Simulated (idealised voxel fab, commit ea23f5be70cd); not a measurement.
process module | voxel wiring stack
cross-section cut | 210 nm wide | cells 5 nm
A cross-section is a grid of square cells, given in bands from the top down. A band is one or more rows of cells.
Each band's line starts with the height of the band's top and of its bottom, in nm. Then come its materials from left to right, each with its width in nm. One material with "throughout" fills the band from edge to edge. "air" is empty space.
Height 0 is the level under which the wafer as received is all one material. The lowest band goes on downwards, as in "0 down".
A width such as "30 to 40" changes by the same amount from each row of cells to the next, from the band's top row to its bottom row.
"no change" after a step means that no cell of the cross-section changed.
closed voids: empty space of 8 cells or more with no open way to the top, each as width x height at its distance from the left edge, in nm
after a step's settings: what the simulator itself notes on the step
overlay nm, on a step with a mask: how far to the right of its planned place the mask lay; to the left if negative
plan
1 op RECEIVE | material Si
2 op CONFORMAL_DEP | material SiO2 | thk nm 15
3 op DIRECTIONAL_DEP | material TiN | thk nm 5
4 op DIRECTIONAL_DEP | material W | thk nm 25
5 op DIRECTIONAL_DEP | material aC | thk nm 10
6 op PATTERN | tone cover | mask id METAL_1 | material resist | width nm 30 | pitch nm 50 | thk nm 30 | overlay nm 0
7 op DIRECTIONAL_ETCH | etch materials aC | depth nm 10
8 op STRIP | etch materials resist
9 op DIRECTIONAL_ETCH | etch materials W | depth nm 25
10 op DIRECTIONAL_ETCH | etch materials TiN | depth nm 5
11 op STRIP | etch materials aC
12 op CONFORMAL_DEP | material SiCN | thk nm 5
13 op FILL_DEP | material lowk | thk nm 10
14 op CMP | height nm 45
15 op CONFORMAL_DEP | material SiCN | thk nm 5
16 op DIRECTIONAL_DEP | material lowk | thk nm 20
17 op DIRECTIONAL_DEP | material aC | thk nm 10
18 op PATTERN | tone open | mask id PLUG_1 | material resist | width nm 15 | pitch nm 100 | thk nm 25 | overlay nm 0
19 op DIRECTIONAL_ETCH | etch materials aC | depth nm 10
20 op STRIP | etch materials resist
21 op DIRECTIONAL_ETCH | etch materials lowk | depth nm 20
22 op DIRECTIONAL_ETCH | etch materials SiCN | depth nm 5
23 op STRIP | etch materials aC
24 op EPI | material Ru | thk nm 10
25 op EPI | material Ru | thk nm 10
26 op EPI | material Ru | thk nm 5
27 op CONFORMAL_DEP | material SiCN | thk nm 5
28 op DIRECTIONAL_DEP | material SiO2 | thk nm 25
29 op PATTERN | tone open | mask id METAL_2 | material resist | width nm 30 | pitch nm 50 | thk nm 20 | overlay nm 0
30 op DIRECTIONAL_ETCH | etch materials SiO2 | depth nm 25
31 op DIRECTIONAL_ETCH | etch materials SiCN | depth nm 5
32 op STRIP | etch materials resist
33 op CONFORMAL_DEP | material TiN | thk nm 5
34 op FILL_DEP | material Ru | thk nm 10
35 op CMP | height nm 100
36 op CONFORMAL_DEP | material SiCN | thk nm 5
37 op DIRECTIONAL_DEP | material SiO2 | thk nm 30
38 op PATTERN | tone open | mask id METAL_3 | material resist | width nm 30 | pitch nm 50 | thk nm 20 | overlay nm 0
39 op DIRECTIONAL_ETCH | etch materials SiO2 | depth nm 20
40 op STRIP | etch materials resist
41 op MASKED_ETCH | tone open | mask id METAL_3_HOLES | width nm 15 | pitch nm 50 | etch materials SiO2 | depth nm 10 | overlay nm 0
42 op MASKED_ETCH | tone open | mask id METAL_3_HOLES | width nm 15 | pitch nm 50 | etch materials SiCN | depth nm 5 | overlay nm 0
43 op CONFORMAL_DEP | material TiN | thk nm 5
44 op FILL_DEP | material Cu | thk nm 5
45 op CMP | height nm 135
46 op CONFORMAL_DEP | material SiCN | thk nm 5
first wafer, as planned
as received, after step 1
  0 down: Si throughout
  closed voids: none
after step 2
  15 to 0: SiO2 throughout
  below 0: unchanged
after step 3
  20 to 15: TiN throughout
  below 15: unchanged
after step 4
  45 to 20: W throughout
  below 20: unchanged
after step 5
  55 to 45: aC throughout
  below 45: unchanged
after step 6
  85 to 55: air 40 | resist 30 | air 20 | resist 30 | air 20 | resist 30 | air 40
  below 55: unchanged
after step 7
  75 to 55: air 40 | resist 30 | air 20 | resist 30 | air 20 | resist 30 | air 40
  55 to 45: air 40 | aC 30 | air 20 | aC 30 | air 20 | aC 30 | air 40
  below 45: unchanged
after step 8
  55 to 45: air 40 | aC 30 | air 20 | aC 30 | air 20 | aC 30 | air 40
  below 45: unchanged
after step 9
  55 to 45: air 40 | aC 30 | air 20 | aC 30 | air 20 | aC 30 | air 40
  45 to 20: air 40 | W 30 | air 20 | W 30 | air 20 | W 30 | air 40
  below 20: unchanged
after step 10
  55 to 45: air 40 | aC 30 | air 20 | aC 30 | air 20 | aC 30 | air 40
  45 to 20: air 40 | W 30 | air 20 | W 30 | air 20 | W 30 | air 40
  20 to 15: air 40 | TiN 30 | air 20 | TiN 30 | air 20 | TiN 30 | air 40
  below 15: unchanged
after step 11
  45 to 20: air 40 | W 30 | air 20 | W 30 | air 20 | W 30 | air 40
  below 20: unchanged
after step 12
  50 to 45: air 35 | SiCN 40 | air 10 | SiCN 40 | air 10 | SiCN 40 | air 35
  45 to 20: air 35 | SiCN 5 | W 30 | SiCN 5 | air 10 | SiCN 5 | W 30 | SiCN 5 | air 10 | SiCN 5 | W 30 | SiCN 5 | air 35
  20 to 15: SiCN 40 | TiN 30 | SiCN 20 | TiN 30 | SiCN 20 | TiN 30 | SiCN 40
  below 15: unchanged
after step 13
  60 to 50: lowk throughout
  50 to 45: lowk 35 | SiCN 40 | lowk 10 | SiCN 40 | lowk 10 | SiCN 40 | lowk 35
  45 to 20: lowk 35 | SiCN 5 | W 30 | SiCN 5 | lowk 10 | SiCN 5 | W 30 | SiCN 5 | lowk 10 | SiCN 5 | W 30 | SiCN 5 | lowk 35
  below 20: unchanged
after step 14
  45 to 20: lowk 35 | SiCN 5 | W 30 | SiCN 5 | lowk 10 | SiCN 5 | W 30 | SiCN 5 | lowk 10 | SiCN 5 | W 30 | SiCN 5 | lowk 35
  below 20: unchanged
after step 15
  50 to 45: SiCN throughout
  below 45: unchanged
after step 16
  70 to 50: lowk throughout
  below 50: unchanged
after step 17
  80 to 70: aC throughout
  below 70: unchanged
after step 18
  105 to 80: resist 40 | air 15 | resist 85 | air 15 | resist 55
  below 80: unchanged
after step 19
  95 to 80: resist 40 | air 15 | resist 85 | air 15 | resist 55
  80 to 70: aC 40 | air 15 | aC 85 | air 15 | aC 55
  below 70: unchanged
after step 20
  80 to 70: aC 40 | air 15 | aC 85 | air 15 | aC 55
  below 70: unchanged
after step 21
  80 to 70: aC 40 | air 15 | aC 85 | air 15 | aC 55
  70 to 50: lowk 40 | air 15 | lowk 85 | air 15 | lowk 55
  below 50: unchanged
after step 22
  80 to 70: aC 40 | air 15 | aC 85 | air 15 | aC 55
  70 to 50: lowk 40 | air 15 | lowk 85 | air 15 | lowk 55
  50 to 45: SiCN 40 | air 15 | SiCN 85 | air 15 | SiCN 55
  below 45: unchanged
after step 23
  70 to 50: lowk 40 | air 15 | lowk 85 | air 15 | lowk 55
  below 50: unchanged
after step 24
  70 to 55: lowk 40 | air 15 | lowk 85 | air 15 | lowk 55
  55 to 50: lowk 40 | Ru 15 | lowk 85 | Ru 15 | lowk 55
  50 to 45: SiCN 40 | Ru 15 | SiCN 85 | Ru 15 | SiCN 55
  below 45: unchanged
after step 25
  70 to 65: lowk 40 | air 15 | lowk 85 | air 15 | lowk 55
  65 to 50: lowk 40 | Ru 15 | lowk 85 | Ru 15 | lowk 55
  below 50: unchanged
after step 26
  70 to 50: lowk 40 | Ru 15 | lowk 85 | Ru 15 | lowk 55
  below 50: unchanged
after step 27
  75 to 70: SiCN throughout
  below 70: unchanged
after step 28
  100 to 75: SiO2 throughout
  below 75: unchanged
after step 29
  120 to 100: resist 40 | air 30 | resist 20 | air 30 | resist 20 | air 30 | resist 40
  below 100: unchanged
after step 30
  120 to 100: resist 40 | air 30 | resist 20 | air 30 | resist 20 | air 30 | resist 40
  100 to 75: SiO2 40 | air 30 | SiO2 20 | air 30 | SiO2 20 | air 30 | SiO2 40
  below 75: unchanged
after step 31
  120 to 100: resist 40 | air 30 | resist 20 | air 30 | resist 20 | air 30 | resist 40
  100 to 75: SiO2 40 | air 30 | SiO2 20 | air 30 | SiO2 20 | air 30 | SiO2 40
  75 to 70: SiCN 40 | air 30 | SiCN 20 | air 30 | SiCN 20 | air 30 | SiCN 40
  below 70: unchanged
after step 32
  100 to 75: SiO2 40 | air 30 | SiO2 20 | air 30 | SiO2 20 | air 30 | SiO2 40
  below 75: unchanged
after step 33
  105 to 100: TiN 45 | air 20 | TiN 30 | air 20 | TiN 30 | air 20 | TiN 45
  100 to 75: SiO2 40 | TiN 5 | air 20 | TiN 5 | SiO2 20 | TiN 5 | air 20 | TiN 5 | SiO2 20 | TiN 5 | air 20 | TiN 5 | SiO2 40
  75 to 70: SiCN 40 | TiN 30 | SiCN 20 | TiN 30 | SiCN 20 | TiN 30 | SiCN 40
  below 70: unchanged
after step 34
  115 to 105: Ru throughout
  105 to 100: TiN 45 | Ru 20 | TiN 30 | Ru 20 | TiN 30 | Ru 20 | TiN 45
  100 to 75: SiO2 40 | TiN 5 | Ru 20 | TiN 5 | SiO2 20 | TiN 5 | Ru 20 | TiN 5 | SiO2 20 | TiN 5 | Ru 20 | TiN 5 | SiO2 40
  below 75: unchanged
after step 35
  100 to 75: SiO2 40 | TiN 5 | Ru 20 | TiN 5 | SiO2 20 | TiN 5 | Ru 20 | TiN 5 | SiO2 20 | TiN 5 | Ru 20 | TiN 5 | SiO2 40
  below 75: unchanged
after step 36
  105 to 100: SiCN throughout
  below 100: unchanged
after step 37
  135 to 105: SiO2 throughout
  below 105: unchanged
after step 38
  155 to 135: resist 40 | air 30 | resist 20 | air 30 | resist 20 | air 30 | resist 40
  below 135: unchanged
after step 39
  155 to 135: resist 40 | air 30 | resist 20 | air 30 | resist 20 | air 30 | resist 40
  135 to 115: SiO2 40 | air 30 | SiO2 20 | air 30 | SiO2 20 | air 30 | SiO2 40
  below 115: unchanged
after step 40
  135 to 115: SiO2 40 | air 30 | SiO2 20 | air 30 | SiO2 20 | air 30 | SiO2 40
  below 115: unchanged
after step 41
  135 to 115: SiO2 40 | air 30 | SiO2 20 | air 30 | SiO2 20 | air 30 | SiO2 40
  115 to 105: SiO2 40 | air 15 | SiO2 35 | air 15 | SiO2 35 | air 15 | SiO2 55
  below 105: unchanged
after step 42
  135 to 115: SiO2 40 | air 30 | SiO2 20 | air 30 | SiO2 20 | air 30 | SiO2 40
  115 to 105: SiO2 40 | air 15 | SiO2 35 | air 15 | SiO2 35 | air 15 | SiO2 55
  105 to 100: SiCN 40 | air 15 | SiCN 35 | air 15 | SiCN 35 | air 15 | SiCN 55
  below 100: unchanged
after step 43
  140 to 135: TiN 45 | air 20 | TiN 30 | air 20 | TiN 30 | air 20 | TiN 45
  135 to 120: SiO2 40 | TiN 5 | air 20 | TiN 5 | SiO2 20 | TiN 5 | air 20 | TiN 5 | SiO2 20 | TiN 5 | air 20 | TiN 5 | SiO2 40
  120 to 115: SiO2 40 | TiN 5 | air 5 | TiN 20 | SiO2 20 | TiN 5 | air 5 | TiN 20 | SiO2 20 | TiN 5 | air 5 | TiN 20 | SiO2 40
  115 to 105: SiO2 40 | TiN 5 | air 5 | TiN 5 | SiO2 35 | TiN 5 | air 5 | TiN 5 | SiO2 35 | TiN 5 | air 5 | TiN 5 | SiO2 55
  105 to 100: SiCN 40 | TiN 15 | SiCN 35 | TiN 15 | SiCN 35 | TiN 15 | SiCN 55
  below 100: unchanged
after step 44
  145 to 140: Cu throughout
  140 to 135: TiN 45 | Cu 20 | TiN 30 | Cu 20 | TiN 30 | Cu 20 | TiN 45
  135 to 120: SiO2 40 | TiN 5 | Cu 20 | TiN 5 | SiO2 20 | TiN 5 | Cu 20 | TiN 5 | SiO2 20 | TiN 5 | Cu 20 | TiN 5 | SiO2 40
  120 to 115: SiO2 40 | TiN 5 | Cu 5 | TiN 20 | SiO2 20 | TiN 5 | Cu 5 | TiN 20 | SiO2 20 | TiN 5 | Cu 5 | TiN 20 | SiO2 40
  115 to 105: SiO2 40 | TiN 5 | Cu 5 | TiN 5 | SiO2 35 | TiN 5 | Cu 5 | TiN 5 | SiO2 35 | TiN 5 | Cu 5 | TiN 5 | SiO2 55
  below 105: unchanged
after step 45
  135 to 120: SiO2 40 | TiN 5 | Cu 20 | TiN 5 | SiO2 20 | TiN 5 | Cu 20 | TiN 5 | SiO2 20 | TiN 5 | Cu 20 | TiN 5 | SiO2 40
  below 120: unchanged
after step 46
  140 to 135: SiCN throughout
  below 135: unchanged
second wafer: like start, like plan, one mistake. Through step 17 it matches the first wafer
when step 18 should have ended
  105 to 80: resist 50 | air 15 | resist 85 | air 15 | resist 45
  below 80: unchanged
when step 19 should have ended
  95 to 80: resist 50 | air 15 | resist 85 | air 15 | resist 45
  80 to 70: aC 50 | air 15 | aC 85 | air 15 | aC 45
  below 70: unchanged
when step 20 should have ended
  80 to 70: aC 50 | air 15 | aC 85 | air 15 | aC 45
  below 70: unchanged
when step 21 should have ended
  80 to 70: aC 50 | air 15 | aC 85 | air 15 | aC 45
  70 to 50: lowk 50 | air 15 | lowk 85 | air 15 | lowk 45
  below 50: unchanged
when step 22 should have ended
  80 to 70: aC 50 | air 15 | aC 85 | air 15 | aC 45
  70 to 50: lowk 50 | air 15 | lowk 85 | air 15 | lowk 45
  50 to 45: SiCN 50 | air 15 | SiCN 85 | air 15 | SiCN 45
  below 45: unchanged
when step 23 should have ended
  70 to 50: lowk 50 | air 15 | lowk 85 | air 15 | lowk 45
  below 50: unchanged
when step 24 should have ended
  70 to 55: lowk 50 | air 15 | lowk 85 | air 15 | lowk 45
  55 to 50: lowk 50 | Ru 15 | lowk 85 | Ru 15 | lowk 45
  50 to 45: SiCN 50 | Ru 15 | SiCN 85 | Ru 15 | SiCN 45
  below 45: unchanged
when step 25 should have ended
  70 to 65: lowk 50 | air 15 | lowk 85 | air 15 | lowk 45
  65 to 50: lowk 50 | Ru 15 | lowk 85 | Ru 15 | lowk 45
  below 50: unchanged
when step 26 should have ended
  70 to 50: lowk 50 | Ru 15 | lowk 85 | Ru 15 | lowk 45
  below 50: unchanged
when step 27 should have ended
  75 to 70: SiCN throughout
  below 70: unchanged
when step 28 should have ended
  100 to 75: SiO2 throughout
  below 75: unchanged
when step 29 should have ended
  120 to 100: resist 40 | air 30 | resist 20 | air 30 | resist 20 | air 30 | resist 40
  below 100: unchanged
when step 30 should have ended
  120 to 100: resist 40 | air 30 | resist 20 | air 30 | resist 20 | air 30 | resist 40
  100 to 75: SiO2 40 | air 30 | SiO2 20 | air 30 | SiO2 20 | air 30 | SiO2 40
  below 75: unchanged
when step 31 should have ended
  120 to 100: resist 40 | air 30 | resist 20 | air 30 | resist 20 | air 30 | resist 40
  100 to 75: SiO2 40 | air 30 | SiO2 20 | air 30 | SiO2 20 | air 30 | SiO2 40
  75 to 70: SiCN 40 | air 30 | SiCN 20 | air 30 | SiCN 20 | air 30 | SiCN 40
  below 70: unchanged
when step 32 should have ended
  100 to 75: SiO2 40 | air 30 | SiO2 20 | air 30 | SiO2 20 | air 30 | SiO2 40
  below 75: unchanged
when step 33 should have ended
  105 to 100: TiN 45 | air 20 | TiN 30 | air 20 | TiN 30 | air 20 | TiN 45
  100 to 75: SiO2 40 | TiN 5 | air 20 | TiN 5 | SiO2 20 | TiN 5 | air 20 | TiN 5 | SiO2 20 | TiN 5 | air 20 | TiN 5 | SiO2 40
  75 to 70: SiCN 40 | TiN 30 | SiCN 20 | TiN 30 | SiCN 20 | TiN 30 | SiCN 40
  below 70: unchanged
when step 34 should have ended
  115 to 105: Ru throughout
  105 to 100: TiN 45 | Ru 20 | TiN 30 | Ru 20 | TiN 30 | Ru 20 | TiN 45
  100 to 75: SiO2 40 | TiN 5 | Ru 20 | TiN 5 | SiO2 20 | TiN 5 | Ru 20 | TiN 5 | SiO2 20 | TiN 5 | Ru 20 | TiN 5 | SiO2 40
  below 75: unchanged
when step 35 should have ended
  100 to 75: SiO2 40 | TiN 5 | Ru 20 | TiN 5 | SiO2 20 | TiN 5 | Ru 20 | TiN 5 | SiO2 20 | TiN 5 | Ru 20 | TiN 5 | SiO2 40
  below 75: unchanged
when step 36 should have ended
  105 to 100: SiCN throughout
  below 100: unchanged
when step 37 should have ended
  135 to 105: SiO2 throughout
  below 105: unchanged
when step 38 should have ended
  155 to 135: resist 40 | air 30 | resist 20 | air 30 | resist 20 | air 30 | resist 40
  below 135: unchanged
when step 39 should have ended
  155 to 135: resist 40 | air 30 | resist 20 | air 30 | resist 20 | air 30 | resist 40
  135 to 115: SiO2 40 | air 30 | SiO2 20 | air 30 | SiO2 20 | air 30 | SiO2 40
  below 115: unchanged
when step 40 should have ended
  135 to 115: SiO2 40 | air 30 | SiO2 20 | air 30 | SiO2 20 | air 30 | SiO2 40
  below 115: unchanged
when step 41 should have ended
  135 to 115: SiO2 40 | air 30 | SiO2 20 | air 30 | SiO2 20 | air 30 | SiO2 40
  115 to 105: SiO2 40 | air 15 | SiO2 35 | air 15 | SiO2 35 | air 15 | SiO2 55
  below 105: unchanged
when step 42 should have ended
  135 to 115: SiO2 40 | air 30 | SiO2 20 | air 30 | SiO2 20 | air 30 | SiO2 40
  115 to 105: SiO2 40 | air 15 | SiO2 35 | air 15 | SiO2 35 | air 15 | SiO2 55
  105 to 100: SiCN 40 | air 15 | SiCN 35 | air 15 | SiCN 35 | air 15 | SiCN 55
  below 100: unchanged
when step 43 should have ended
  140 to 135: TiN 45 | air 20 | TiN 30 | air 20 | TiN 30 | air 20 | TiN 45
  135 to 120: SiO2 40 | TiN 5 | air 20 | TiN 5 | SiO2 20 | TiN 5 | air 20 | TiN 5 | SiO2 20 | TiN 5 | air 20 | TiN 5 | SiO2 40
  120 to 115: SiO2 40 | TiN 5 | air 5 | TiN 20 | SiO2 20 | TiN 5 | air 5 | TiN 20 | SiO2 20 | TiN 5 | air 5 | TiN 20 | SiO2 40
  115 to 105: SiO2 40 | TiN 5 | air 5 | TiN 5 | SiO2 35 | TiN 5 | air 5 | TiN 5 | SiO2 35 | TiN 5 | air 5 | TiN 5 | SiO2 55
  105 to 100: SiCN 40 | TiN 15 | SiCN 35 | TiN 15 | SiCN 35 | TiN 15 | SiCN 55
  below 100: unchanged
when step 44 should have ended
  145 to 140: Cu throughout
  140 to 135: TiN 45 | Cu 20 | TiN 30 | Cu 20 | TiN 30 | Cu 20 | TiN 45
  135 to 120: SiO2 40 | TiN 5 | Cu 20 | TiN 5 | SiO2 20 | TiN 5 | Cu 20 | TiN 5 | SiO2 20 | TiN 5 | Cu 20 | TiN 5 | SiO2 40
  120 to 115: SiO2 40 | TiN 5 | Cu 5 | TiN 20 | SiO2 20 | TiN 5 | Cu 5 | TiN 20 | SiO2 20 | TiN 5 | Cu 5 | TiN 20 | SiO2 40
  115 to 105: SiO2 40 | TiN 5 | Cu 5 | TiN 5 | SiO2 35 | TiN 5 | Cu 5 | TiN 5 | SiO2 35 | TiN 5 | Cu 5 | TiN 5 | SiO2 55
  below 105: unchanged
when step 45 should have ended
  135 to 120: SiO2 40 | TiN 5 | Cu 20 | TiN 5 | SiO2 20 | TiN 5 | Cu 20 | TiN 5 | SiO2 20 | TiN 5 | Cu 20 | TiN 5 | SiO2 40
  below 120: unchanged
when step 46 should have ended
  140 to 135: SiCN throughout
  below 135: unchanged
what went wrong: step 18 ran as: op PATTERN | tone open | mask id PLUG_1 | material resist | width nm 15 | pitch nm 100 | thk nm 25 | overlay nm 10
at the end the second wafer has, in cells: as many of each material as the first, in other places
